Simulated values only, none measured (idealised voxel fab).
process module | voxel capacitor over wiring
215 nm wide, 5 nm square cells: that's cross-section cut.
This document writes a cross-section as a grid whose cells are square, and gives it as bands, listed from the top down; one or more rows of cells form a band. Quick guide to a band line: top height, bottom height (nm) up front; then every material left to right with its width in nm. Only one material and it's marked "all across"? Then it fills the band edge to edge. And "air" just means empty space. Height datum 0, below which the as-received substrate wafer is one material. Lowest band open at the bottom, running downward: "0 down". It should be noted that a width expressed as "30..40" varies in equal increments from row to row of cells within the band, taking the value of the first number at the top row and that of the second number at the bottom row. Where the words "no alteration" appear for a step, the cross-section shows no cell changed by that step; every cell remained as before. Entrapped void list: empty space of 8 cells or more with no open way to the top, each as width x height at its distance from the left edge, in nm. The remark found on a step's line after its settings is issued by the simulator itself and pertains to that step. On any step carrying a mask, the "overlay nm" setting, if present on the step's line, tells how far right of its planned place the mask lay; negative values point to the left.
Here's what the planned process steps look like:
1. RECEIVE, material Si
2. CONFORMAL_DEP, material SiO2, thk nm 15
3. CONFORMAL_DEP, material SiN, thk nm 5
4. DIRECTIONAL_DEP, material lowk, thk nm 25
5. DIRECTIONAL_DEP, material aC, thk nm 10
6. PATTERN, tone open, mask id METAL_1, material resist, width nm 25, pitch nm 75, thk nm 30, overlay nm 0
7. DIRECTIONAL_ETCH, etch materials aC, depth nm 10
8. STRIP, etch materials resist
9. DIRECTIONAL_ETCH, etch materials lowk, depth nm 25
10. DIRECTIONAL_ETCH, etch materials SiN, depth nm 5
11. STRIP, etch materials aC
12. CONFORMAL_DEP, material TiN, thk nm 5
13. FILL_DEP, material W, thk nm 10
14. CMP, height nm 45
15. EPI, material Ru, thk nm 5
16. FILL_DEP, material SiCN, thk nm 5
17. DIRECTIONAL_DEP, material SiO2, thk nm 20
18. PATTERN, tone open, mask id PLUG_1, material resist, width nm 15, thk nm 20, overlay nm 0
19. DIRECTIONAL_ETCH, etch materials SiO2, depth nm 20
20. DIRECTIONAL_ETCH, etch materials SiCN, depth nm 5
21. STRIP, etch materials resist
22. CONFORMAL_DEP, material TiN, thk nm 5
23. FILL_DEP, material Cu, thk nm 5
24. CMP, height nm 75
25. DIRECTIONAL_DEP, material TiN, thk nm 10
26. DIRECTIONAL_DEP, material HfO2, thk nm 5
27. DIRECTIONAL_DEP, material TiN, thk nm 10
28. MASKED_ETCH, tone cover, mask id UPPER_PLATE, width nm 55, etch materials TiN, depth nm 10, overlay nm 0
29. MASKED_ETCH, tone cover, mask id UPPER_PLATE, width nm 55, etch materials HfO2, depth nm 5, overlay nm 0
30. PATTERN, tone cover, mask id LOWER_PLATE, material resist, width nm 65, thk nm 20, overlay nm 0
31. DIRECTIONAL_ETCH, etch materials TiN, depth nm 10
32. STRIP, etch materials resist
33. FILL_DEP, material SiO2, thk nm 15
34. CMP, height nm 110
35. MASKED_ETCH, tone open, mask id PLUG_2, width nm 15, etch materials SiO2, depth nm 10, overlay nm 0
36. CONFORMAL_DEP, material TiN, thk nm 5
37. FILL_DEP, material Ru, thk nm 10
38. CMP, height nm 110
39. CONFORMAL_DEP, material SiN, thk nm 5
Incoming wafer, cross-sectional view, post step 1:
    0 down = Si all across
    Entrapped void list: none
First wafer at the end, as planned:
    115 to 110 = SiN all across
    110 to 105 = 75 of SiO2, 5 of TiN, 5 of Ru, 5 of TiN, 125 of SiO2
    105 to 100 = 75 of SiO2, 15 of TiN, 125 of SiO2
    100 to 90 = 65 of SiO2, 55 of TiN, 95 of SiO2
    90 to 85 = 65 of SiO2, 55 of HfO2, 95 of SiO2
    85 to 75 = 60 of SiO2, 65 of TiN, 90 of SiO2
    75 to 55 = 65 of SiO2, 5 of TiN, 5 of Cu, 5 of TiN, 135 of SiO2
    55 to 50 = 65 of SiCN, 15 of TiN, 135 of SiCN
    50 to 45 = 50 of SiCN, 35 of Ru, 40 of SiCN, 35 of Ru, 55 of SiCN
    45 to 20 = 55 of lowk, 5 of TiN, 15 of W, 5 of TiN, 50 of lowk, 5 of TiN, 15 of W, 5 of TiN, 60 of lowk
    20 to 15 = 55 of SiN, 25 of TiN, 50 of SiN, 25 of TiN, 60 of SiN
    15 to 0 = SiO2 all across
    0 down = Si all across
    Entrapped void list: none
Cross-section, wafer two of two, end of module: same start and plan as wafer one, one error in execution:
    115 to 110 = SiN all across
    110 to 105 = 70 of Ru, 5 of TiN, 15 of SiO2, 5 of TiN, 120 of Ru
    105 to 100 = 75 of TiN, 15 of SiO2, 125 of TiN
    100 to 90 = 65 of SiO2, 55 of TiN, 95 of SiO2
    90 to 85 = 65 of SiO2, 55 of HfO2, 95 of SiO2
    85 to 75 = 60 of SiO2, 65 of TiN, 90 of SiO2
    75 to 55 = 65 of SiO2, 5 of TiN, 5 of Cu, 5 of TiN, 135 of SiO2
    55 to 50 = 65 of SiCN, 15 of TiN, 135 of SiCN
    50 to 45 = 50 of SiCN, 35 of Ru, 40 of SiCN, 35 of Ru, 55 of SiCN
    45 to 20 = 55 of lowk, 5 of TiN, 15 of W, 5 of TiN, 50 of lowk, 5 of TiN, 15 of W, 5 of TiN, 60 of lowk
    20 to 15 = 55 of SiN, 25 of TiN, 50 of SiN, 25 of TiN, 60 of SiN
    15 to 0 = SiO2 all across
    0 down = Si all across
    Entrapped void list: none
Run error: step 35 changed vs plan, executed as MASKED_ETCH, tone cover, mask id PLUG_2, width nm 15, etch materials SiO2, depth nm 10, overlay nm 0
Looking at both finished wafers in cells, the second ends up ahead of or behind the first on some materials: 37 more of Ru | 74 fewer of SiO2 | 37 more of TiN
